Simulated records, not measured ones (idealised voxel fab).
process module | voxel lift off
cross-section cut | 150 nm wide | cells 5 nm
A cross-section is a grid of square cells, given in bands from the top down. A band is one or more rows of cells.
Each band's line starts with the height of the band's top and of its bottom, in nm. Then come its materials from left to right, each with its width in nm. One material with "throughout" fills the band from edge to edge. "air" is empty space.
Height 0 is the level under which the wafer as received is all one material. The lowest band goes on downwards, as in "0 down".
A width such as "30 to 40" changes by the same amount from each row of cells to the next, from the band's top row to its bottom row.
"no change" after a step means that no cell of the cross-section changed.
closed voids: empty space of 8 cells or more with no open way to the top, each as width x height at its distance from the left edge, in nm
after a step's settings: what the simulator itself notes on the step
overlay nm, on a step with a mask: how far to the right of its planned place the mask lay; to the left if negative
plan
1 op RECEIVE | material Si
2 op CONFORMAL_DEP | material Al2O3 | thk nm 10
3 op PATTERN | tone open | mask id LINES | material resist | width nm 15 | pitch nm 35 | thk nm 25 | overlay nm 0
4 op DIRECTIONAL_DEP | material Ru | thk nm 10
5 op STRIP | etch materials resist
6 op CONFORMAL_DEP | material SiCN | thk nm 10
first wafer, as planned
as received, after step 1
  0 down: Si throughout
  closed voids: none
after step 2
  10 to 0: Al2O3 throughout
  below 0: unchanged
after step 3
  35 to 10: resist 50 | air 15 | resist 20 | air 15 | resist 50
  below 10: unchanged
after step 4
  45 to 35: Ru 50 | air 15 | Ru 20 | air 15 | Ru 50
  35 to 20: resist 50 | air 15 | resist 20 | air 15 | resist 50
  20 to 10: resist 50 | Ru 15 | resist 20 | Ru 15 | resist 50
  below 10: unchanged
after step 5
  20 to 10: air 50 | Ru 15 | air 20 | Ru 15 | air 50
  below 10: unchanged
after step 6
  30 to 20: air 40 | SiCN 70 | air 40
  20 to 10: SiCN 50 | Ru 15 | SiCN 20 | Ru 15 | SiCN 50
  below 10: unchanged
second wafer: like start, like plan, one mistake. Through step 2 it matches the first wafer
when step 3 should have ended
  35 to 10: resist 55 | air 15 | resist 20 | air 15 | resist 45
  below 10: unchanged
when step 4 should have ended
  45 to 35: Ru 55 | air 15 | Ru 20 | air 15 | Ru 45
  35 to 20: resist 55 | air 15 | resist 20 | air 15 | resist 45
  20 to 10: resist 55 | Ru 15 | resist 20 | Ru 15 | resist 45
  below 10: unchanged
when step 5 should have ended
  20 to 10: air 55 | Ru 15 | air 20 | Ru 15 | air 45
  below 10: unchanged
when step 6 should have ended
  30 to 20: air 45 | SiCN 70 | air 35
  20 to 10: SiCN 55 | Ru 15 | SiCN 20 | Ru 15 | SiCN 45
  below 10: unchanged
what went wrong: step 3 ran as: op PATTERN | tone open | mask id LINES | material resist | width nm 15 | pitch nm 35 | thk nm 25 | overlay nm 5
at the end the second wafer has, in cells: as many of each material as the first, in other places
